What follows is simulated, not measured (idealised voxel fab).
You're looking at the process module voxel ribs on slabs.
175 nm wide, 5 nm square cells: that's cross-section cut.
Square cells in a grid make up a cross-section in this document, and the grid is given as bands, listed from the top down, each one or more rows of cells.
It is stipulated that each band's entry specify, in nanometres, the height of the top of the band and then that of its bottom, followed by the materials of the band in left-to-right sequence, each together with its width in nanometres. A single material marked by the word "full width" is understood to fill the band from edge to edge; the word "empty" is understood to denote empty space.
The reference from which all heights are counted is 0, the level beneath which the as-received wafer is entirely one material; the lowest band, having no lower bound, proceeds downward and is written after the example "0 and below".
With a width like "30..40", each row of cells in the band differs from the next by the same amount, the top row carrying the first number and the bottom row the second.
For the purposes of this document, the phrase "left unchanged" attached to a step denotes that no cell within the cross-section was modified by that step.
So "Closed void entries" is basically the list of trapped voids: any empty space of 8 cells or more that can't reach the top through an opening. They're written width x height at distance, the distance being from the left edge, and it's all nm.
Whatever follows a step's settings on its line is a remark the simulator itself makes about that step.
You can add "overlay nm" to a step's line. For a step with a mask, it describes how far the mask lay to the right of its planned position, and a negative number describes a lay to the left.
THIS SECTION LISTS THE PROCESS STEPS THAT WERE PLANNED
1,RECEIVE (material Si)
2,DIRECTIONAL_DEP (material SiO2; thk nm 20)
3,DIRECTIONAL_DEP (material polySi; thk nm 15)
4,DIRECTIONAL_DEP (material aC; thk nm 15)
5,PATTERN (tone cover; mask id RIB; material resist; width nm 30; thk nm 35; overlay nm 0)
6,DIRECTIONAL_ETCH (etch materials aC; depth nm 15)
7,STRIP (etch materials resist)
8,DIRECTIONAL_ETCH (etch materials polySi; depth nm 10)
9,STRIP (etch materials aC)
10,MASKED_ETCH (tone cover; mask id SLAB; width nm 70; etch materials polySi; depth nm 5; overlay nm 0)
11,FILL_DEP (material SiO2; thk nm 20)
12,CMP (height nm 45)
13,DIRECTIONAL_DEP (material W; thk nm 10)
14,DIRECTIONAL_DEP (material aC; thk nm 15)
15,PATTERN (tone cover; mask id HEATER; material resist; width nm 40; thk nm 35; overlay nm 0)
16,DIRECTIONAL_ETCH (etch materials aC; depth nm 15)
17,STRIP (etch materials resist)
18,DIRECTIONAL_ETCH (etch materials W; depth nm 10)
19,STRIP (etch materials aC)
20,CONFORMAL_DEP (material SiO2; thk nm 10)
THE CROSS-SECTION HERE SHOWS THE WAFER AS RECEIVED, I.E. IN ITS STATE AFTER STEP 1
0 and below | Si full width
Closed void entries: none
STARTING STRUCTURE AND PROCESS PLAN ARE AS SHOWN ABOVE, BUT ONE MISTAKE WAS MADE IN RUNNING THE MODULE; THE WAFER CROSS-SECTION AT THE END OF THE MODULE FOLLOWS
65 down to 55 | empty 65  SiO2 60  empty 50
55 down to 45 | SiO2 75  W 40  SiO2 60
45 down to 35 | SiO2 full width
35 down to 25 | SiO2 70  polySi 30  SiO2 75
25 down to 20 | SiO2 50  polySi 70  SiO2 55
20 down to 0 | SiO2 full width
0 and below | Si full width
Closed void entries: none
It is concluded that the wafer was processed incorrectly with respect to the plan, in that contrary to plan, step 15 was performed as PATTERN (tone cover; mask id HEATER; material resist; width nm 40; thk nm 35; overlay nm 10)
